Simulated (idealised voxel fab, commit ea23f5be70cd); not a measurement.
Process module name: voxel air gaps
We display cut, a cross-section 290 nm in width whose square cells are each 5 nm.
Think of the cross-section as a grid of square cells. We describe it in bands, top to bottom, and each band covers one or more rows of those cells.
Each band's line starts with the height of the band's top and of its bottom, in nm. Then come its materials from left to right, each with its width in nm. One material with "throughout" fills the band from edge to edge. "air" is empty space.
Height reference: 0 = level under which incoming wafer is all one material. Lowest band: no bottom, runs on downward, e.g. "0 -> down".
Graded width ("30 to 40"): value in top row of band = first number; value in bottom row = second number; row-to-row change constant.
A step reported as "no modification" is a step in which no cell of the cross-section changed.
In the "Enclosed internal voids" entry, you get each enclosed empty space of 8 cells or more, one with no open way to the top, written width x height at distance, distance from the left edge, in nm.
Where a step's line continues beyond its settings, the continuation is a remark by the simulator itself on that step.
For masked steps, "overlay nm" on the step line gives how far right of plan the mask actually lay; a minus sign means it lay to the left.

So here's the lineup of process steps we planned
1) RECEIVE,material Si
2) CONFORMAL_DEP,material SiO2,thk nm 15
3) CONFORMAL_DEP,material SiCN,thk nm 5
4) DIRECTIONAL_DEP,material SiO2,thk nm 40
5) DIRECTIONAL_DEP,material aC,thk nm 15
6) PATTERN,tone open,mask id LINES,material resist,width nm 20,pitch nm 45,thk nm 30,overlay nm 0
7) DIRECTIONAL_ETCH,etch materials aC,depth nm 15
8) STRIP,etch materials resist
9) DIRECTIONAL_ETCH,etch materials SiO2,depth nm 40
10) STRIP,etch materials aC
11) CONFORMAL_DEP,material TiN,thk nm 5
12) FILL_DEP,material W,thk nm 5
13) CMP,height nm 60
14) EPI,material Ru,thk nm 10
15) SELECTIVE_ETCH,etch materials SiO2,depth nm 50
16) CONFORMAL_DEP,material SiCN,thk nm 5

As-received state of the wafer in cross-section, equivalent to post-step 1
  0 -> down = Si throughout
  Enclosed internal voids: none

Final cross-section, module run with one mistake (start and plan as above)
  70 -> 60 = air 55, Ru 40, air 5, Ru 40, air 5, Ru 40, air 5, Ru 40, air 60
  60 -> 25 = air 65, TiN 5, W 10, TiN 5, air 25, TiN 5, W 10, TiN 5, air 25, TiN 5, W 10, TiN 5, air 25, TiN 5, W 10, TiN 5, air 70
  25 -> 20 = air 65, TiN 20, air 25, TiN 20, air 25, TiN 20, air 25, TiN 20, air 70
  20 -> 15 = SiCN throughout
  15 -> 0 = SiO2 throughout
  0 -> down = Si throughout
  Enclosed internal voids: none
Where did the run depart from the plan? step 16 of the plan: omitted, not performed
